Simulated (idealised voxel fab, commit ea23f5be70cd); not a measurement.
Process module heading - voxel ribs on slabs
The cross-section on display is named cut; it measures 220 nm wide, and its cells are 5 nm squares.
Reading order for cross-sections: top band down to bottom band. Underlying form: a grid of square cells. Band size: one or more rows of cells. The entry gives the band's vertical extent as a top height and a bottom height in nm, then its horizontal make-up as materials from left to right, each with a width in nm. "blank" stands for empty space; a single material marked "full width" fills the band edge to edge. Heights are measured from 0, the level below which the as-received wafer is all one material; the lowest band has no bottom and continues downward, written as in "from 0 down". A two-number width, for instance "30..40", indicates that the width is equal to the first number in the top row of the band and to the second number in the bottom row, and that it changes by a constant amount per row of cells. Where a step carries "all unchanged", the cross-section came out of it unchanged, cell for cell. Each empty space that has no open way to the top and spans at least 8 cells appears under "Sealed-off cavities" as width x height at distance, the distance counted from the left edge, all in nm. On each step's line, the part that comes after the settings is the simulator's own comment on the step. "overlay nm" answers the question of how far to the right of plan the mask lay on a step that has a mask, and when it is negative the answer is to the left.

LISTED BELOW ARE THE PROCESS STEPS AS PLANNED
- 1: op RECEIVE | material Si
- 2: op DIRECTIONAL_DEP | material SiO2 | thk nm 20
- 3: op DIRECTIONAL_DEP | material SiN | thk nm 25
- 4: op DIRECTIONAL_DEP | material aC | thk nm 15
- 5: op PATTERN | tone cover | mask id RIB | material resist | width nm 15 | thk nm 30 | overlay nm 0
- 6: op DIRECTIONAL_ETCH | etch materials aC | depth nm 15
- 7: op STRIP | etch materials resist
- 8: op DIRECTIONAL_ETCH | etch materials SiN | depth nm 20
- 9: op STRIP | etch materials aC
- 10: op DIRECTIONAL_DEP | material aC | thk nm 10
- 11: op PATTERN | tone cover | mask id SLAB | material resist | width nm 45 | thk nm 30 | overlay nm 0
- 12: op DIRECTIONAL_ETCH | etch materials aC | depth nm 5
- 13: op STRIP | etch materials resist
- 14: op DIRECTIONAL_ETCH | etch materials SiN | depth nm 5
- 15: op STRIP | etch materials aC
- 16: op FILL_DEP | material SiO2 | thk nm 25
- 17: op CMP | height nm 60
- 18: op DIRECTIONAL_DEP | material TiN | thk nm 5
- 19: op MASKED_ETCH | tone cover | mask id HEATER | width nm 25 | etch materials TiN | depth nm 5 | overlay nm 0
- 20: op CONFORMAL_DEP | material SiO2 | thk nm 10
Don't read the plan's depth nm for step 12 as applying to every wafer: that's the first wafer's value, and the wafers differ in it, though they all start identical.

FIRST WAFER OF SEVERAL, AS RECEIVED: CROSS-SECTION AFTER STEP 1
* from 0 down = Si full width
* Sealed-off cavities: none

LAST STEP OF THE MODULE IS STEP 20; AFTER IT, THE FIRST OF SEVERAL WAFERS IN CROSS-SECTION
* from 75 to 70 = blank=85 / SiO2=45 / blank=90
* from 70 to 65 = SiO2 full width
* from 65 to 60 = SiO2=95 / TiN=25 / SiO2=100
* from 60 to 45 = SiO2 full width
* from 45 to 25 = SiO2=100 / SiN=15 / SiO2=105
* from 25 to 20 = SiN full width
* from 20 to 0 = SiO2 full width
* from 0 down = Si full width
* Sealed-off cavities: none

WAFER CROSS-SECTION (LAST WAFER, MODULE END)
* from 75 to 70 = blank=85 / SiO2=45 / blank=90
* from 70 to 65 = SiO2 full width
* from 65 to 60 = SiO2=95 / TiN=25 / SiO2=100
* from 60 to 45 = SiO2 full width
* from 45 to 25 = SiO2=100 / SiN=15 / SiO2=105
* from 25 to 20 = SiO2=85 / SiN=45 / SiO2=90
* from 20 to 0 = SiO2 full width
* from 0 down = Si full width
* Sealed-off cavities: none

WAFER ROWS; END OF MODULE; CELLS PER MATERIAL SINCE RECEIPT: (+) GAINED, (-) LOST; THEN CLOSED VOIDS
depth nm 5; +56 SiN; +564 SiO2; +5 TiN; Sealed-off cavities: none
depth nm 10; +21 SiN; +599 SiO2; +5 TiN; Sealed-off cavities: none
depth nm 15; +21 SiN; +599 SiO2; +5 TiN; Sealed-off cavities: none
depth nm 20; +21 SiN; +599 SiO2; +5 TiN; Sealed-off cavities: none
depth nm 25; +21 SiN; +599 SiO2; +5 TiN; Sealed-off cavities: none
